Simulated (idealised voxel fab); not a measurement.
The following process module bears the name voxel self aligned contacts.
Pictured: cross-section cut, 300 nm wide, on a grid of 5 nm square cells.
Format of a cross-section: grid, square cells. Given as bands. Order: top down. Band: one or more rows of cells.
Each band's line starts with the height of the band's top and of its bottom, in nm. Then come its materials from left to right, each with its width in nm. One material with "all across" fills the band from edge to edge. "blank" is empty space.
Height reference: 0 = level under which incoming wafer is all one material. Lowest band: no bottom, runs on downward, e.g. "0..down".
The notation "30 to 40" denotes a width that varies across the rows of cells in the band, beginning at the first number in the top row, finishing at the second number in the bottom row, and changing by an identical amount from each row to the next.
"identical to before" (step): cross-section cells unchanged, all of them.
The label "Entrapped voids" introduces a list of the empty spaces, 8 cells or larger, that have no open way up to the top; each entry in it reads width x height at distance, where the distance is taken from the left edge and all three are stated in nm.
If you see something after the settings on a step's line, that's the simulator's own remark about that step.
The setting "overlay nm" may be written on the line of a step. When the step uses a mask, the value reports how far to the right of the planned place the mask lay, and a negative value reports that it lay to the left.
The process steps that were planned are listed below
1. RECEIVE, material Si
2. CONFORMAL_DEP, material SiO2, thk nm 5
3. DIRECTIONAL_DEP, material polySi, thk nm 20
4. DIRECTIONAL_DEP, material SiN, thk nm 15
5. PATTERN, tone cover, mask id GATE, material resist, width nm 25, pitch nm 60, thk nm 15, overlay nm 0
6. DIRECTIONAL_ETCH, etch materials SiN, depth nm 15
7. DIRECTIONAL_ETCH, etch materials polySi, depth nm 20
8. STRIP, etch materials resist
9. CONFORMAL_DEP, material SiN, thk nm 5
10. DIRECTIONAL_ETCH, etch materials SiN, depth nm 5
11. FILL_DEP, material SiO2, thk nm 15
12. CMP, height nm 50
13. PATTERN, tone open, mask id CONTACT, material resist, width nm 45, pitch nm 60, thk nm 15, overlay nm 0
14. DIRECTIONAL_ETCH, etch materials SiO2, depth nm 50
15. STRIP, etch materials resist
16. CONFORMAL_DEP, material TiN, thk nm 5
17. FILL_DEP, material W, thk nm 10
18. CMP, height nm 50
19. CONFORMAL_DEP, material SiCN, thk nm 5
So, the first of our two wafers, run just as we planned it
Wafer cross-section on receipt, i.e. after step 1
> 0..down | Si all across
> Entrapped voids: none
Wafer after step 2 (cross-section)
> 5..0 | SiO2 all across
> Whatever lies below 0 is exactly as it was before.
Wafer after step 3 (cross-section)
> 25..5 | polySi all across
> Whatever lies below 5 is exactly as it was before.
Wafer after step 4 (cross-section)
> 40..25 | SiN all across
> Whatever lies below 25 is exactly as it was before.
Wafer after step 5 (cross-section)
> 55..40 | 75 blank  25 resist  35 blank  25 resist  35 blank  25 resist  80 blank
> Whatever lies below 40 is exactly as it was before.
Wafer after step 6 (cross-section)
> 55..40 | 75 blank  25 resist  35 blank  25 resist  35 blank  25 resist  80 blank
> 40..25 | 75 blank  25 SiN  35 blank  25 SiN  35 blank  25 SiN  80 blank
> Whatever lies below 25 is exactly as it was before.
Wafer after step 7 (cross-section)
> 55..40 | 75 blank  25 resist  35 blank  25 resist  35 blank  25 resist  80 blank
> 40..25 | 75 blank  25 SiN  35 blank  25 SiN  35 blank  25 SiN  80 blank
> 25..5 | 75 blank  25 polySi  35 blank  25 polySi  35 blank  25 polySi  80 blank
> Whatever lies below 5 is exactly as it was before.
Wafer after step 8 (cross-section)
> 40..25 | 75 blank  25 SiN  35 blank  25 SiN  35 blank  25 SiN  80 blank
> Whatever lies below 25 is exactly as it was before.
Wafer after step 9 (cross-section)
> 45..25 | 70 blank  35 SiN  25 blank  35 SiN  25 blank  35 SiN  75 blank
> 25..10 | 70 blank  5 SiN  25 polySi  5 SiN  25 blank  5 SiN  25 polySi  5 SiN  25 blank  5 SiN  25 polySi  5 SiN  75 blank
> 10..5 | 75 SiN  25 polySi  35 SiN  25 polySi  35 SiN  25 polySi  80 SiN
> Whatever lies below 5 is exactly as it was before.
Wafer after step 10 (cross-section)
> 40..25 | 70 blank  35 SiN  25 blank  35 SiN  25 blank  35 SiN  75 blank
> 25..5 | 70 blank  5 SiN  25 polySi  5 SiN  25 blank  5 SiN  25 polySi  5 SiN  25 blank  5 SiN  25 polySi  5 SiN  75 blank
> Whatever lies below 5 is exactly as it was before.
Wafer after step 11 (cross-section)
> 55..40 | SiO2 all across
> 40..25 | 70 SiO2  35 SiN  25 SiO2  35 SiN  25 SiO2  35 SiN  75 SiO2
> 25..5 | 70 SiO2  5 SiN  25 polySi  5 SiN  25 SiO2  5 SiN  25 polySi  5 SiN  25 SiO2  5 SiN  25 polySi  5 SiN  75 SiO2
> Whatever lies below 5 is exactly as it was before.
Wafer after step 12 (cross-section)
> 50..40 | SiO2 all across
> Whatever lies below 40 is exactly as it was before.
Wafer after step 13 (cross-section)
> 65..50 | 95 resist  45 blank  15 resist  45 blank  100 resist
> Whatever lies below 50 is exactly as it was before.
Wafer after step 14 (cross-section)
> 65..50 | 95 resist  45 blank  15 resist  45 blank  100 resist
> 50..40 | 95 SiO2  45 blank  15 SiO2  45 blank  100 SiO2
> 40..25 | 70 SiO2  35 SiN  25 blank  35 SiN  25 blank  35 SiN  75 SiO2
> 25..5 | 70 SiO2  5 SiN  25 polySi  5 SiN  25 blank  5 SiN  25 polySi  5 SiN  25 blank  5 SiN  25 polySi  5 SiN  75 SiO2
> 5..0 | 105 SiO2  25 blank  35 SiO2  25 blank  110 SiO2
> Whatever lies below 0 is exactly as it was before.
Wafer after step 15 (cross-section)
> 50..40 | 95 SiO2  45 blank  15 SiO2  45 blank  100 SiO2
> Whatever lies below 40 is exactly as it was before.
Wafer after step 16 (cross-section)
> 55..50 | 100 TiN  35 blank  25 TiN  35 blank  105 TiN
> 50..40 | 95 SiO2  5 to 15 TiN  35 to 15 blank  5 to 15 TiN  15 SiO2  5 to 15 TiN  35 to 15 blank  5 to 15 TiN  100 SiO2
> 40..25 | 70 SiO2  35 SiN  5 TiN  15 blank  5 TiN  35 SiN  5 TiN  15 blank  5 TiN  35 SiN  75 SiO2
> 25..5 | 70 SiO2  5 SiN  25 polySi  5 SiN  5 TiN  15 blank  5 TiN  5 SiN  25 polySi  5 SiN  5 TiN  15 blank  5 TiN  5 SiN  25 polySi  5 SiN  75 SiO2
> 5..0 | 105 SiO2  25 TiN  35 SiO2  25 TiN  110 SiO2
> Whatever lies below 0 is exactly as it was before.
Wafer after step 17 (cross-section)
> 65..55 | W all across
> 55..50 | 100 TiN  35 W  25 TiN  35 W  105 TiN
> 50..40 | 95 SiO2  5 to 15 TiN  35 to 15 W  5 to 15 TiN  15 SiO2  5 to 15 TiN  35 to 15 W  5 to 15 TiN  100 SiO2
> 40..25 | 70 SiO2  35 SiN  5 TiN  15 W  5 TiN  35 SiN  5 TiN  15 W  5 TiN  35 SiN  75 SiO2
> 25..5 | 70 SiO2  5 SiN  25 polySi  5 SiN  5 TiN  15 W  5 TiN  5 SiN  25 polySi  5 SiN  5 TiN  15 W  5 TiN  5 SiN  25 polySi  5 SiN  75 SiO2
> Whatever lies below 5 is exactly as it was before.
Wafer after step 18 (cross-section)
> 50..40 | 95 SiO2  5 to 15 TiN  35 to 15 W  5 to 15 TiN  15 SiO2  5 to 15 TiN  35 to 15 W  5 to 15 TiN  100 SiO2
> Whatever lies below 40 is exactly as it was before.
Wafer after step 19 (cross-section)
> 55..50 | SiCN all across
> Whatever lies below 50 is exactly as it was before.
Companion wafer, the second of two: same beginning, same intended sequence, one mistake in carrying it out; through step 4 inclusive it tracks the first exactly
Cross-section: second wafer, time at which step 5 was scheduled to end
> 55..40 | 65 blank  25 resist  35 blank  25 resist  35 blank  25 resist  90 blank
> Whatever lies below 40 is exactly as it was before.
Cross-section: second wafer, time at which step 6 was scheduled to end
> 55..40 | 65 blank  25 resist  35 blank  25 resist  35 blank  25 resist  90 blank
> 40..25 | 65 blank  25 SiN  35 blank  25 SiN  35 blank  25 SiN  90 blank
> Whatever lies below 25 is exactly as it was before.
Cross-section: second wafer, time at which step 7 was scheduled to end
> 55..40 | 65 blank  25 resist  35 blank  25 resist  35 blank  25 resist  90 blank
> 40..25 | 65 blank  25 SiN  35 blank  25 SiN  35 blank  25 SiN  90 blank
> 25..5 | 65 blank  25 polySi  35 blank  25 polySi  35 blank  25 polySi  90 blank
> Whatever lies below 5 is exactly as it was before.
Cross-section: second wafer, time at which step 8 was scheduled to end
> 40..25 | 65 blank  25 SiN  35 blank  25 SiN  35 blank  25 SiN  90 blank
> Whatever lies below 25 is exactly as it was before.
Cross-section: second wafer, time at which step 9 was scheduled to end
> 45..25 | 60 blank  35 SiN  25 blank  35 SiN  25 blank  35 SiN  85 blank
> 25..10 | 60 blank  5 SiN  25 polySi  5 SiN  25 blank  5 SiN  25 polySi  5 SiN  25 blank  5 SiN  25 polySi  5 SiN  85 blank
> 10..5 | 65 SiN  25 polySi  35 SiN  25 polySi  35 SiN  25 polySi  90 SiN
> Whatever lies below 5 is exactly as it was before.
Cross-section: second wafer, time at which step 10 was scheduled to end
> 40..25 | 60 blank  35 SiN  25 blank  35 SiN  25 blank  35 SiN  85 blank
> 25..5 | 60 blank  5 SiN  25 polySi  5 SiN  25 blank  5 SiN  25 polySi  5 SiN  25 blank  5 SiN  25 polySi  5 SiN  85 blank
> Whatever lies below 5 is exactly as it was before.
Cross-section: second wafer, time at which step 11 was scheduled to end
> 55..40 | SiO2 all across
> 40..25 | 60 SiO2  35 SiN  25 SiO2  35 SiN  25 SiO2  35 SiN  85 SiO2
> 25..5 | 60 SiO2  5 SiN  25 polySi  5 SiN  25 SiO2  5 SiN  25 polySi  5 SiN  25 SiO2  5 SiN  25 polySi  5 SiN  85 SiO2
> Whatever lies below 5 is exactly as it was before.
Cross-section: second wafer, time at which step 12 was scheduled to end
> 50..40 | SiO2 all across
> Whatever lies below 40 is exactly as it was before.
Cross-section: second wafer, time at which step 13 was scheduled to end
> 65..50 | 95 resist  45 blank  15 resist  45 blank  100 resist
> Whatever lies below 50 is exactly as it was before.
Cross-section: second wafer, time at which step 14 was scheduled to end
> 65..50 | 95 resist  45 blank  15 resist  45 blank  100 resist
> 50..40 | 95 SiO2  45 blank  15 SiO2  45 blank  100 SiO2
> 40..25 | 60 SiO2  35 SiN  25 blank  35 SiN  25 blank  35 SiN  85 SiO2
> 25..5 | 60 SiO2  5 SiN  25 polySi  5 SiN  25 blank  5 SiN  25 polySi  5 SiN  25 blank  5 SiN  25 polySi  5 SiN  85 SiO2
> 5..0 | 95 SiO2  25 blank  35 SiO2  25 blank  120 SiO2
> Whatever lies below 0 is exactly as it was before.
Cross-section: second wafer, time at which step 15 was scheduled to end
> 50..40 | 95 SiO2  45 blank  15 SiO2  45 blank  100 SiO2
> Whatever lies below 40 is exactly as it was before.
Cross-section: second wafer, time at which step 16 was scheduled to end
> 55..50 | 100 TiN  35 blank  25 TiN  35 blank  105 TiN
> 50..40 | 95 SiO2  5 TiN  35 to 15 blank  5 to 25 TiN  15 SiO2  5 TiN  35 to 15 blank  5 to 25 TiN  100 SiO2
> 40..25 | 60 SiO2  35 SiN  5 TiN  15 blank  5 TiN  35 SiN  5 TiN  15 blank  5 TiN  35 SiN  85 SiO2
> 25..5 | 60 SiO2  5 SiN  25 polySi  5 SiN  5 TiN  15 blank  5 TiN  5 SiN  25 polySi  5 SiN  5 TiN  15 blank  5 TiN  5 SiN  25 polySi  5 SiN  85 SiO2
> 5..0 | 95 SiO2  25 TiN  35 SiO2  25 TiN  120 SiO2
> Whatever lies below 0 is exactly as it was before.
Cross-section: second wafer, time at which step 17 was scheduled to end
> 65..55 | W all across
> 55..50 | 100 TiN  35 W  25 TiN  35 W  105 TiN
> 50..40 | 95 SiO2  5 TiN  35 to 15 W  5 to 25 TiN  15 SiO2  5 TiN  35 to 15 W  5 to 25 TiN  100 SiO2
> 40..25 | 60 SiO2  35 SiN  5 TiN  15 W  5 TiN  35 SiN  5 TiN  15 W  5 TiN  35 SiN  85 SiO2
> 25..5 | 60 SiO2  5 SiN  25 polySi  5 SiN  5 TiN  15 W  5 TiN  5 SiN  25 polySi  5 SiN  5 TiN  15 W  5 TiN  5 SiN  25 polySi  5 SiN  85 SiO2
> Whatever lies below 5 is exactly as it was before.
Cross-section: second wafer, time at which step 18 was scheduled to end
> 50..40 | 95 SiO2  5 TiN  35 to 15 W  5 to 25 TiN  15 SiO2  5 TiN  35 to 15 W  5 to 25 TiN  100 SiO2
> Whatever lies below 40 is exactly as it was before.
Cross-section: second wafer, time at which step 19 was scheduled to end
> 55..50 | SiCN all across
> Whatever lies below 50 is exactly as it was before.
In executing the process, a mistake was made relative to the plan: step 5 was run on a setting that differed from the plan, and what really ran there is PATTERN, tone cover, mask id GATE, material resist, width nm 25, pitch nm 60, thk nm 15, overlay nm -10
Same inventory, different map: at the end, the second wafer holds as many cells of each material as the first, placed elsewhere.
